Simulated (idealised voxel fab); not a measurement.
voxel wiring stack: a process module
Cross-sectional view cut (width: 165 nm; square cell size: 5 nm).
Think of the cross-section as a grid of square cells. We describe it in bands, top to bottom, and each band covers one or more rows of those cells.
Look at the band entry: it leads with the top's height and the bottom's height in nm. Then it lists the materials left to right, with a width in nm for each. The word "everywhere" on a single material says that material fills the band edge to edge. The word "blank" is empty space.
Heights are expressed relative to 0, this being the level below which the as-received wafer comprises one material exclusively. The lowest band is unbounded in the downward direction and is denoted as in "0..down".
Per-row width for "30 to 40": begins at first number (top row of band), ends at second number (bottom row), increment between rows held constant.
"remains unaltered" after a step means that no cell of the cross-section changed.
If an empty space has no open way to the top and is at least 8 cells in size, "Voids lacking openings" lists it, written width x height at distance, where distance is measured from the left edge and every value is in nm.
Formally, on a step line, whatever follows the settings is a remark that the simulator itself makes on the step.
The "overlay nm" setting may appear on a step's line; for a step that uses a mask, it gives how far to the right of its planned position the mask lay, and a negative value indicates the left.

[Planned process steps]
- 1: RECEIVE with material Si
- 2: CONFORMAL_DEP with material SiO2, thk nm 10
- 3: DIRECTIONAL_DEP with material TiN, thk nm 5
- 4: DIRECTIONAL_DEP with material Ru, thk nm 25
- 5: DIRECTIONAL_DEP with material aC, thk nm 15
- 6: PATTERN with tone cover, mask id METAL_1, material resist, width nm 25, pitch nm 45, thk nm 35, overlay nm 0
- 7: DIRECTIONAL_ETCH with etch materials aC, depth nm 15
- 8: STRIP with etch materials resist
- 9: DIRECTIONAL_ETCH with etch materials Ru, depth nm 25
- 10: DIRECTIONAL_ETCH with etch materials TiN, depth nm 5
- 11: STRIP with etch materials aC
- 12: FILL_DEP with material SiO2, thk nm 5
- 13: CMP with height nm 40
- 14: CONFORMAL_DEP with material SiCN, thk nm 5
- 15: DIRECTIONAL_DEP with material SiO2, thk nm 15
- 16: DIRECTIONAL_DEP with material aC, thk nm 10
- 17: PATTERN with tone open, mask id PLUG_1, material resist, width nm 15, thk nm 30, overlay nm 0
- 18: DIRECTIONAL_ETCH with etch materials aC, depth nm 10
- 19: STRIP with etch materials resist
- 20: DIRECTIONAL_ETCH with etch materials SiO2, depth nm 15
- 21: DIRECTIONAL_ETCH with etch materials SiCN, depth nm 5
- 22: STRIP with etch materials aC
- 23: CONFORMAL_DEP with material TiN, thk nm 5
- 24: FILL_DEP with material W, thk nm 10
- 25: CMP with height nm 60
- 26: DIRECTIONAL_DEP with material TiN, thk nm 5
- 27: DIRECTIONAL_DEP with material W, thk nm 20
- 28: DIRECTIONAL_DEP with material aC, thk nm 10
- 29: PATTERN with tone cover, mask id METAL_2, material resist, width nm 25, pitch nm 45, thk nm 30, overlay nm 0
- 30: DIRECTIONAL_ETCH with etch materials aC, depth nm 10
- 31: STRIP with etch materials resist
- 32: DIRECTIONAL_ETCH with etch materials W, depth nm 20
- 33: DIRECTIONAL_ETCH with etch materials TiN, depth nm 5
- 34: STRIP with etch materials aC
- 35: CONFORMAL_DEP with material SiCN, thk nm 5
- 36: FILL_DEP with material SiO2, thk nm 5
- 37: CMP with height nm 85
- 38: CONFORMAL_DEP with material SiCN, thk nm 5

[The first of the two wafers, which ran as planned]

[Wafer at receipt (post step 1), cross-section]
	0..down  Si everywhere
	Voids lacking openings: none

[Upon completion of step 2, the wafer appears in cross-section as shown]
	10..0  SiO2 everywhere
	Below a height of 0, the structure has not been altered.

[Upon completion of step 3, the wafer appears in cross-section as shown]
	15..10  TiN everywhere
	Below a height of 10, the structure has not been altered.

[Upon completion of step 4, the wafer appears in cross-section as shown]
	40..15  Ru everywhere
	Below a height of 15, the structure has not been altered.

[Upon completion of step 5, the wafer appears in cross-section as shown]
	55..40  aC everywhere
	Below a height of 40, the structure has not been altered.

[Upon completion of step 6, the wafer appears in cross-section as shown]
	90..55  blank 45 nm / resist 25 nm / blank 20 nm / resist 25 nm / blank 50 nm
	Below a height of 55, the structure has not been altered.

[Upon completion of step 7, the wafer appears in cross-section as shown]
	75..55  blank 45 nm / resist 25 nm / blank 20 nm / resist 25 nm / blank 50 nm
	55..40  blank 45 nm / aC 25 nm / blank 20 nm / aC 25 nm / blank 50 nm
	Below a height of 40, the structure has not been altered.

[Upon completion of step 8, the wafer appears in cross-section as shown]
	55..40  blank 45 nm / aC 25 nm / blank 20 nm / aC 25 nm / blank 50 nm
	Below a height of 40, the structure has not been altered.

[Upon completion of step 9, the wafer appears in cross-section as shown]
	55..40  blank 45 nm / aC 25 nm / blank 20 nm / aC 25 nm / blank 50 nm
	40..15  blank 45 nm / Ru 25 nm / blank 20 nm / Ru 25 nm / blank 50 nm
	Below a height of 15, the structure has not been altered.

[Upon completion of step 10, the wafer appears in cross-section as shown]
	55..40  blank 45 nm / aC 25 nm / blank 20 nm / aC 25 nm / blank 50 nm
	40..15  blank 45 nm / Ru 25 nm / blank 20 nm / Ru 25 nm / blank 50 nm
	15..10  blank 45 nm / TiN 25 nm / blank 20 nm / TiN 25 nm / blank 50 nm
	Below a height of 10, the structure has not been altered.

[Upon completion of step 11, the wafer appears in cross-section as shown]
	40..15  blank 45 nm / Ru 25 nm / blank 20 nm / Ru 25 nm / blank 50 nm
	Below a height of 15, the structure has not been altered.

[Upon completion of step 12, the wafer appears in cross-section as shown]
	45..40  SiO2 everywhere
	40..15  SiO2 45 nm / Ru 25 nm / SiO2 20 nm / Ru 25 nm / SiO2 50 nm
	15..10  SiO2 45 nm / TiN 25 nm / SiO2 20 nm / TiN 25 nm / SiO2 50 nm
	Below a height of 10, the structure has not been altered.

[Upon completion of step 13, the wafer appears in cross-section as shown]
	40..15  SiO2 45 nm / Ru 25 nm / SiO2 20 nm / Ru 25 nm / SiO2 50 nm
	Below a height of 15, the structure has not been altered.

[Upon completion of step 14, the wafer appears in cross-section as shown]
	45..40  SiCN everywhere
	Below a height of 40, the structure has not been altered.

[Upon completion of step 15, the wafer appears in cross-section as shown]
	60..45  SiO2 everywhere
	Below a height of 45, the structure has not been altered.

[Upon completion of step 16, the wafer appears in cross-section as shown]
	70..60  aC everywhere
	Below a height of 60, the structure has not been altered.

[Upon completion of step 17, the wafer appears in cross-section as shown]
	100..70  resist 45 nm / blank 15 nm / resist 105 nm
	Below a height of 70, the structure has not been altered.

[Upon completion of step 18, the wafer appears in cross-section as shown]
	90..70  resist 45 nm / blank 15 nm / resist 105 nm
	70..60  aC 45 nm / blank 15 nm / aC 105 nm
	Below a height of 60, the structure has not been altered.

[Upon completion of step 19, the wafer appears in cross-section as shown]
	70..60  aC 45 nm / blank 15 nm / aC 105 nm
	Below a height of 60, the structure has not been altered.

[Upon completion of step 20, the wafer appears in cross-section as shown]
	70..60  aC 45 nm / blank 15 nm / aC 105 nm
	60..45  SiO2 45 nm / blank 15 nm / SiO2 105 nm
	Below a height of 45, the structure has not been altered.

[Upon completion of step 21, the wafer appears in cross-section as shown]
	70..60  aC 45 nm / blank 15 nm / aC 105 nm
	60..45  SiO2 45 nm / blank 15 nm / SiO2 105 nm
	45..40  SiCN 45 nm / blank 15 nm / SiCN 105 nm
	Below a height of 40, the structure has not been altered.

[Upon completion of step 22, the wafer appears in cross-section as shown]
	60..45  SiO2 45 nm / blank 15 nm / SiO2 105 nm
	Below a height of 45, the structure has not been altered.

[Upon completion of step 23, the wafer appears in cross-section as shown]
	65..60  TiN 50 nm / blank 5 nm / TiN 110 nm
	60..45  SiO2 45 nm / TiN 5 nm / blank 5 nm / TiN 5 nm / SiO2 105 nm
	45..40  SiCN 45 nm / TiN 15 nm / SiCN 105 nm
	Below a height of 40, the structure has not been altered.

[Upon completion of step 24, the wafer appears in cross-section as shown]
	75..65  W everywhere
	65..60  TiN 50 nm / W 5 nm / TiN 110 nm
	60..45  SiO2 45 nm / TiN 5 nm / W 5 nm / TiN 5 nm / SiO2 105 nm
	Below a height of 45, the structure has not been altered.

[Upon completion of step 25, the wafer appears in cross-section as shown]
	60..45  SiO2 45 nm / TiN 5 nm / W 5 nm / TiN 5 nm / SiO2 105 nm
	Below a height of 45, the structure has not been altered.

[Upon completion of step 26, the wafer appears in cross-section as shown]
	65..60  TiN everywhere
	Below a height of 60, the structure has not been altered.

[Upon completion of step 27, the wafer appears in cross-section as shown]
	85..65  W everywhere
	Below a height of 65, the structure has not been altered.

[Upon completion of step 28, the wafer appears in cross-section as shown]
	95..85  aC everywhere
	Below a height of 85, the structure has not been altered.

[Upon completion of step 29, the wafer appears in cross-section as shown]
	125..95  blank 45 nm / resist 25 nm / blank 20 nm / resist 25 nm / blank 50 nm
	Below a height of 95, the structure has not been altered.

[Upon completion of step 30, the wafer appears in cross-section as shown]
	115..95  blank 45 nm / resist 25 nm / blank 20 nm / resist 25 nm / blank 50 nm
	95..85  blank 45 nm / aC 25 nm / blank 20 nm / aC 25 nm / blank 50 nm
	Below a height of 85, the structure has not been altered.

[Upon completion of step 31, the wafer appears in cross-section as shown]
	95..85  blank 45 nm / aC 25 nm / blank 20 nm / aC 25 nm / blank 50 nm
	Below a height of 85, the structure has not been altered.

[Upon completion of step 32, the wafer appears in cross-section as shown]
	95..85  blank 45 nm / aC 25 nm / blank 20 nm / aC 25 nm / blank 50 nm
	85..65  blank 45 nm / W 25 nm / blank 20 nm / W 25 nm / blank 50 nm
	Below a height of 65, the structure has not been altered.

[Upon completion of step 33, the wafer appears in cross-section as shown]
	95..85  blank 45 nm / aC 25 nm / blank 20 nm / aC 25 nm / blank 50 nm
	85..65  blank 45 nm / W 25 nm / blank 20 nm / W 25 nm / blank 50 nm
	65..60  blank 45 nm / TiN 25 nm / blank 20 nm / TiN 25 nm / blank 50 nm
	Below a height of 60, the structure has not been altered.

[Upon completion of step 34, the wafer appears in cross-section as shown]
	85..65  blank 45 nm / W 25 nm / blank 20 nm / W 25 nm / blank 50 nm
	Below a height of 65, the structure has not been altered.

[Upon completion of step 35, the wafer appears in cross-section as shown]
	90..85  blank 40 nm / SiCN 35 nm / blank 10 nm / SiCN 35 nm / blank 45 nm
	85..65  blank 40 nm / SiCN 5 nm / W 25 nm / SiCN 5 nm / blank 10 nm / SiCN 5 nm / W 25 nm / SiCN 5 nm / blank 45 nm
	65..60  SiCN 45 nm / TiN 25 nm / SiCN 20 nm / TiN 25 nm / SiCN 50 nm
	Below a height of 60, the structure has not been altered.

[Upon completion of step 36, the wafer appears in cross-section as shown]
	95..90  SiO2 everywhere
	90..85  SiO2 40 nm / SiCN 35 nm / SiO2 10 nm / SiCN 35 nm / SiO2 45 nm
	85..65  SiO2 40 nm / SiCN 5 nm / W 25 nm / SiCN 5 nm / SiO2 10 nm / SiCN 5 nm / W 25 nm / SiCN 5 nm / SiO2 45 nm
	Below a height of 65, the structure has not been altered.

[Upon completion of step 37, the wafer appears in cross-section as shown]
	85..65  SiO2 40 nm / SiCN 5 nm / W 25 nm / SiCN 5 nm / SiO2 10 nm / SiCN 5 nm / W 25 nm / SiCN 5 nm / SiO2 45 nm
	Below a height of 65, the structure has not been altered.

[Upon completion of step 38, the wafer appears in cross-section as shown]
	90..85  SiCN everywhere
	Below a height of 85, the structure has not been altered.

[Second Wafer (Identical Start and Plan, One Processing Error; Matches First Wafer Through Step 36)]

[Second wafer cross-section, taken as of the time the plan sets for step 37 to be done]
	90..85  SiO2 40 nm / SiCN 35 nm / SiO2 10 nm / SiCN 35 nm / SiO2 45 nm
	Below a height of 85, the structure has not been altered.

[Second wafer cross-section, taken as of the time the plan sets for step 38 to be done]
	95..90  SiCN everywhere
	Below a height of 90, the structure has not been altered.
Finding, execution versus plan: the process deviated at step 37: the operation and settings actually run there were CMP with height nm 90
Materials where the second wafer ends with more or fewer cells than the first: SiCN: 14 more | SiO2: 19 more
